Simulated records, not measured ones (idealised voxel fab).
You're looking at the process module voxel released beams.
It is cross-section cut that appears here, measuring 155 nm in width, its square cells being 5 nm in size.
In this document a cross-section is written as a grid of square cells. It is given as a series of bands, listed from the top down, and a band is one or more rows of cells.
Top height, bottom height, nm. Materials left to right, width each, nm. Single material + "throughout" = fills band edge to edge. "air" = empty.
All heights in this document are referenced to 0, defined as the level beneath which the wafer, as received, consists entirely of one material. The lowest band is not bounded below; it extends indefinitely downward and is written in the form "z 0 and below".
It should be noted that a width expressed as "30->40" varies in equal increments from row to row of cells within the band, taking the value of the first number at the top row and that of the second number at the bottom row.
Reading "nothing was modified" for a step: not a cell of the cross-section changed in it.
What "Enclosed cavities" gives you is every empty space of 8 cells or more that is cut off from the top. Each appears as width x height at distance, with the distance taken from the left edge and width, height and distance all in nm.
If you see something after the settings on a step's line, that's the simulator's own remark about that step.
"overlay nm", when on a step's line for a step with a mask, measures how far to the right of its planned place the mask lay; a negative measure means to the left.
For the reader: what remains of this document is a series of pairs, each showing a cross-section before one process step and a cross-section after that step which reaches down only to the lowest band that changed, with the step between them and its settings set out under the pair. It should not be assumed that a pair continues from the pair above it; the pairs can come from different runs of this module on the same starting wafer, and such continuity exists only where the entry headed "Ex-ante state" says so.
Ex-ante state
> z 45 to 30  air=20, then aC=55, then air=80
> z 30 to 20  aC=20, then W=55, then aC=80
> z 20 to 15  aC=20, then W=10, then SiO2=35, then W=10, then aC=80
> z 15 to 5  W=30, then SiO2=35, then W=90
> z 5 to 0  Al2O3 throughout
> z 0 and below  Si throughout
> Enclosed cavities: none
Post-Step Appearance
> z 80 to 45  air=25, then resist=100, then air=30
> z 45 to 30  air=20, then aC=55, then resist=50, then air=30
> At heights below 30, the structure remains unaltered.
> Enclosed cavities: none
Which step turns the before cross-section above into the after cross-section? PATTERN: tone cover, mask id BEAM, material resist, width nm 100, thk nm 35, overlay nm 0
Ex-ante state: just use the after drawing of the pair above as your starting point.
Post-Step Appearance
> z 65 to 45  air=25, then resist=100, then air=30
> z 45 to 30  air=25, then aC=50, then resist=50, then air=30
> z 30 to 20  air=20, then W=55, then aC=50, then air=30
> z 20 to 15  air=20, then W=10, then SiO2=35, then W=10, then aC=50, then air=30
> At heights below 15, the structure remains unaltered.
> Enclosed cavities: none
Which step turns the before cross-section above into the after cross-section? DIRECTIONAL_ETCH: etch materials aC, depth nm 15
Ex-ante state: just use the after drawing of the pair above as your starting point.
Post-Step Appearance
> z 45 to 30  air=25, then aC=50, then air=80
> At heights below 30, the structure remains unaltered.
> Enclosed cavities: none
Which step turns the before cross-section above into the after cross-section? STRIP: etch materials resist
Ex-ante state: just use the after drawing of the pair above as your starting point.
Post-Step Appearance
> z 45 to 30  air=25, then aC=50, then air=80
> z 30 to 20  air=25, then W=50, then aC=50, then air=30
> z 20 to 15  air=20, then W=10, then SiO2=35, then W=10, then aC=50, then air=30
> z 15 to 5  air=20, then W=10, then SiO2=35, then W=60, then air=30
> At heights below 5, the structure remains unaltered.
> Enclosed cavities: none
Which step turns the before cross-section above into the after cross-section? DIRECTIONAL_ETCH: etch materials W, depth nm 10
Ex-ante state: just use the after drawing of the pair above as your starting point.
Post-Step Appearance
> z 30 to 20  air=25, then W=50, then air=80
> z 20 to 15  air=20, then W=10, then SiO2=35, then W=10, then air=80
> At heights below 15, the structure remains unaltered.
> Enclosed cavities: none
Which step turns the before cross-section above into the after cross-section? STRIP: etch materials aC
